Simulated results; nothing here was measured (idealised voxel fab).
process module | voxel tone inversion
cross-section cut | 145 nm wide | cells 5 nm
A cross-section is a grid of square cells, given in bands from the top down. A band is one or more rows of cells.
Each band's line starts with the height of the band's top and of its bottom, in nm. Then come its materials from left to right, each with its width in nm. One material with "throughout" fills the band from edge to edge. "air" is empty space.
Height 0 is the level under which the wafer as received is all one material. The lowest band goes on downwards, as in "0 down".
A width such as "30 to 40" changes by the same amount from each row of cells to the next, from the band's top row to its bottom row.
"no change" after a step means that no cell of the cross-section changed.
closed voids: empty space of 8 cells or more with no open way to the top, each as width x height at its distance from the left edge, in nm
after a step's settings: what the simulator itself notes on the step
overlay nm, on a step with a mask: how far to the right of its planned place the mask lay; to the left if negative
plan
1 op RECEIVE | material Si
2 op CONFORMAL_DEP | material SiCN | thk nm 10
3 op DIRECTIONAL_DEP | material polySi | thk nm 15
4 op PATTERN | tone cover | mask id POSTS | material resist | width nm 20 | pitch nm 40 | thk nm 25 | overlay nm 0
5 op DIRECTIONAL_ETCH | etch materials polySi | depth nm 15
6 op STRIP | etch materials resist
7 op FILL_DEP | material lowk | thk nm 5
8 op CMP | height nm 25
9 op STRIP | etch materials polySi
10 op CONFORMAL_DEP | material TiN | thk nm 5
11 op FILL_DEP | material Cu | thk nm 10
12 op CMP | height nm 25
13 op CONFORMAL_DEP | material SiN | thk nm 5
as received, after step 1
  0 down: Si throughout
  closed voids: none
first wafer at the end, as planned
  30 to 25: SiN throughout
  25 to 15: lowk 20 | TiN 5 | Cu 10 | TiN 5 | lowk 20 | TiN 5 | Cu 10 | TiN 5 | lowk 20 | TiN 5 | Cu 10 | TiN 5 | lowk 25
  15 to 10: lowk 20 | TiN 20 | lowk 20 | TiN 20 | lowk 20 | TiN 20 | lowk 25
  10 to 0: SiCN throughout
  0 down: Si throughout
  closed voids: none
second wafer at the end: like start, like plan, one mistake
  30 to 25: SiN throughout
  25 to 20: lowk 20 | TiN 5 | Cu 10 | TiN 5 | lowk 20 | TiN 5 | Cu 10 | TiN 5 | lowk 20 | TiN 5 | Cu 10 | TiN 5 | lowk 25
  20 to 15: lowk 20 | TiN 20 | lowk 20 | TiN 20 | lowk 20 | TiN 20 | lowk 25
  15 to 0: SiCN throughout
  0 down: Si throughout
  closed voids: none
what went wrong: step 2 ran as: op CONFORMAL_DEP | material SiCN | thk nm 15
at the end the second wafer has, in cells: 6 fewer of Cu | 29 more of SiCN | 6 fewer of TiN | 17 fewer of lowk
